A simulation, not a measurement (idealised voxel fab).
The name of this process module is voxel lift off.
Cross-section cut spans 260 nm and uses square cells 5 nm in size.
How to read a cross-section here: the picture is a grid of square cells, written as bands going from the top down, and any band can span one or more rows of cells.
A band entry consists of two parts. The first gives the height of the band's top and the height of its bottom, in nm. The rest lists the band's materials from left to right, each with its width in nm. A single material labelled with the word "all across" fills the band from edge to edge, and the word "air" marks empty space.
All heights in this document are referenced to 0, defined as the level beneath which the wafer, as received, consists entirely of one material. The lowest band is not bounded below; it extends indefinitely downward and is written in the form "z 0 and below".
The notation "30..40" denotes a width that varies across the rows of cells in the band, beginning at the first number in the top row, finishing at the second number in the bottom row, and changing by an identical amount from each row to the next.
Basically "no change" means that step didn't change any cell in the cross-section.
Empty spaces counting at least 8 cells and having no open way to the top are listed in "Catalogued sealed voids". The notation width x height at distance is used for each, the distance being from the left edge and all three values in nm.
Step line, after settings: the simulator's comment on this step.
overlay nm: how far to the right of its planned place the mask lay on this masked step (negative: to the left).
## The following list gives the planned process steps
1 RECEIVE, material Si
2 CONFORMAL_DEP, material SiO2, thk nm 15
3 PATTERN, tone open, mask id LINES, material resist, width nm 15, pitch nm 45, thk nm 30, overlay nm -15
4 DIRECTIONAL_DEP, material Ru, thk nm 15
5 STRIP, etch materials resist
6 CONFORMAL_DEP, material SiN, thk nm 5
Split variable: overlay nm, step 3. Plan value = first wafer. Wafers start alike.
## The first of several wafers, as received after step 1, seen in section
	z 0 and below  Si all across
	Catalogued sealed voids: none
## Here is the cross-section of the first of several wafers at the end of the module, after its last step, step 6
	z 35 to 30  80 of air; 25 of SiN; 20 of air; 25 of SiN; 110 of air
	z 30 to 20  80 of air; 5 of SiN; 15 of Ru; 5 of SiN; 20 of air; 5 of SiN; 15 of Ru; 5 of SiN; 110 of air
	z 20 to 15  85 of SiN; 15 of Ru; 30 of SiN; 15 of Ru; 115 of SiN
	z 15 to 0  SiO2 all across
	z 0 and below  Si all across
	Catalogued sealed voids: none
## Sectional view of the last wafer upon completion of the module
	z 35 to 30  110 of air; 25 of SiN; 20 of air; 25 of SiN; 80 of air
	z 30 to 20  110 of air; 5 of SiN; 15 of Ru; 5 of SiN; 20 of air; 5 of SiN; 15 of Ru; 5 of SiN; 80 of air
	z 20 to 15  115 of SiN; 15 of Ru; 30 of SiN; 15 of Ru; 85 of SiN
	z 15 to 0  SiO2 all across
	z 0 and below  Si all across
	Catalogued sealed voids: none
## Basically each wafer gets a line in the table, showing it at the end of the module: material by material, the cells it gained (+) or lost (-) since we got it, then its closed voids
overlay nm -15; +18 Ru; +64 SiN; +156 SiO2; Catalogued sealed voids: none
overlay nm -10; +18 Ru; +64 SiN; +156 SiO2; Catalogued sealed voids: none
overlay nm -5; +18 Ru; +64 SiN; +156 SiO2; Catalogued sealed voids: none
overlay nm 0; +18 Ru; +64 SiN; +156 SiO2; Catalogued sealed voids: none
overlay nm 5; +18 Ru; +64 SiN; +156 SiO2; Catalogued sealed voids: none
overlay nm 10; +18 Ru; +64 SiN; +156 SiO2; Catalogued sealed voids: none
overlay nm 15; +18 Ru; +64 SiN; +156 SiO2; Catalogued sealed voids: none
